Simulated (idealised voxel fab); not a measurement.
process module | voxel wiring stack
FYI the section here is cut, 290 nm wide, cells are 5 nm squares.
Square cells in a grid make up a cross-section in this document, and the grid is given as bands, listed from the top down, each one or more rows of cells. Top height, bottom height, nm. Materials left to right, width each, nm. Single material + "edge to edge" = fills band edge to edge. "blank" = empty. Heights from 0 (as-received wafer is one material below). Bottom band endless downward, as "0 nm and below". The two numbers in a width such as "30 to 40" mark its ends across the band: the first belongs to the top row of cells, the second to the bottom row, and from each row to the next the width moves by the same amount. Given "nothing got changed" for a step, no cell of the cross-section differs between before and after that step. Listed in "Enclosed empty spaces": every empty space of 8 or more cells without an open way to the top. Form: width x height at distance, the distance being from the left edge, all in nm. It should be noted that, on the line of a given step, the content following the step's settings is a remark produced by the simulator itself with respect to that step. Among the settings permitted on a step's line is "overlay nm"; applied to a step with a mask, it specifies the extent to which the mask lay to the right of its planned position, whereas a negative figure signifies a position to the left.

-- The following list gives the planned process steps
step 1: RECEIVE,material Si
step 2: CONFORMAL_DEP,material SiO2,thk nm 10
step 3: DIRECTIONAL_DEP,material TiN,thk nm 5
step 4: DIRECTIONAL_DEP,material W,thk nm 20
step 5: MASKED_ETCH,tone cover,mask id METAL_1,width nm 25,pitch nm 45,etch materials W,depth nm 20,overlay nm 0
step 6: MASKED_ETCH,tone cover,mask id METAL_1,width nm 25,pitch nm 45,etch materials TiN,depth nm 5,overlay nm 0
step 7: FILL_DEP,material lowk,thk nm 5
step 8: CMP,height nm 35
step 9: CONFORMAL_DEP,material SiCN,thk nm 5
step 10: DIRECTIONAL_DEP,material lowk,thk nm 30
step 11: DIRECTIONAL_DEP,material aC,thk nm 10
step 12: PATTERN,tone open,mask id METAL_2_HOLES,material resist,width nm 15,thk nm 30,overlay nm 0
step 13: DIRECTIONAL_ETCH,etch materials aC,depth nm 10
step 14: STRIP,etch materials resist
step 15: DIRECTIONAL_ETCH,etch materials lowk,depth nm 30
step 16: STRIP,etch materials aC
step 17: MASKED_ETCH,tone open,mask id METAL_2,width nm 25,pitch nm 45,etch materials lowk,depth nm 15,overlay nm 0
step 18: MASKED_ETCH,tone open,mask id METAL_2,width nm 25,pitch nm 45,etch materials SiCN,depth nm 5,overlay nm 0
step 19: CONFORMAL_DEP,material TiN,thk nm 5
step 20: FILL_DEP,material Ru,thk nm 10
step 21: CMP,height nm 70
step 22: CONFORMAL_DEP,material SiN,thk nm 5

-- Cross-section of the wafer at receipt, which is the condition after step 1
0 nm and below | Si edge to edge
Enclosed empty spaces: none

-- Sectioned view, first of two wafers, at the close of the module, processed as intended in the plan
75 nm to 70 nm | SiN edge to edge
70 nm to 60 nm | lowk 110 nm | TiN 5 nm | Ru 15 nm | TiN 5 nm | lowk 20 nm | TiN 5 nm | Ru 15 nm | TiN 5 nm | lowk 110 nm
60 nm to 55 nm | lowk 110 nm | TiN 5 nm | Ru 5 nm | TiN 15 nm | lowk 20 nm | TiN 25 nm | lowk 110 nm
55 nm to 40 nm | lowk 110 nm | TiN 5 nm | Ru 5 nm | TiN 5 nm | lowk 165 nm
40 nm to 35 nm | SiCN 110 nm | TiN 15 nm | SiCN 165 nm
35 nm to 15 nm | lowk 110 nm | W 25 nm | lowk 20 nm | W 25 nm | lowk 110 nm
15 nm to 10 nm | lowk 110 nm | TiN 25 nm | lowk 20 nm | TiN 25 nm | lowk 110 nm
10 nm to 0 nm | SiO2 edge to edge
0 nm and below | Si edge to edge
Enclosed empty spaces: none

-- This is the second of the two wafers, cross-sectioned at the end of the module; it started exactly like the first and was given the same plan, but it was run with one mistake
90 nm to 85 nm | SiN edge to edge
85 nm to 75 nm | Ru edge to edge
75 nm to 70 nm | TiN 115 nm | Ru 15 nm | TiN 30 nm | Ru 15 nm | TiN 115 nm
70 nm to 60 nm | lowk 110 nm | TiN 5 nm | Ru 15 nm | TiN 5 nm | lowk 20 nm | TiN 5 nm | Ru 15 nm | TiN 5 nm | lowk 110 nm
60 nm to 55 nm | lowk 110 nm | TiN 5 nm | Ru 5 nm | TiN 15 nm | lowk 20 nm | TiN 25 nm | lowk 110 nm
55 nm to 40 nm | lowk 110 nm | TiN 5 nm | Ru 5 nm | TiN 5 nm | lowk 165 nm
40 nm to 35 nm | SiCN 110 nm | TiN 15 nm | SiCN 165 nm
35 nm to 15 nm | lowk 110 nm | W 25 nm | lowk 20 nm | W 25 nm | lowk 110 nm
15 nm to 10 nm | lowk 110 nm | TiN 25 nm | lowk 20 nm | TiN 25 nm | lowk 110 nm
10 nm to 0 nm | SiO2 edge to edge
0 nm and below | Si edge to edge
Enclosed empty spaces: none
Deviation from plan: with respect to the plan, step 21 was omitted and not executed
Heads up, by the end the second wafer has more or fewer cells of some materials compared to the first: +122 Ru, +52 TiN
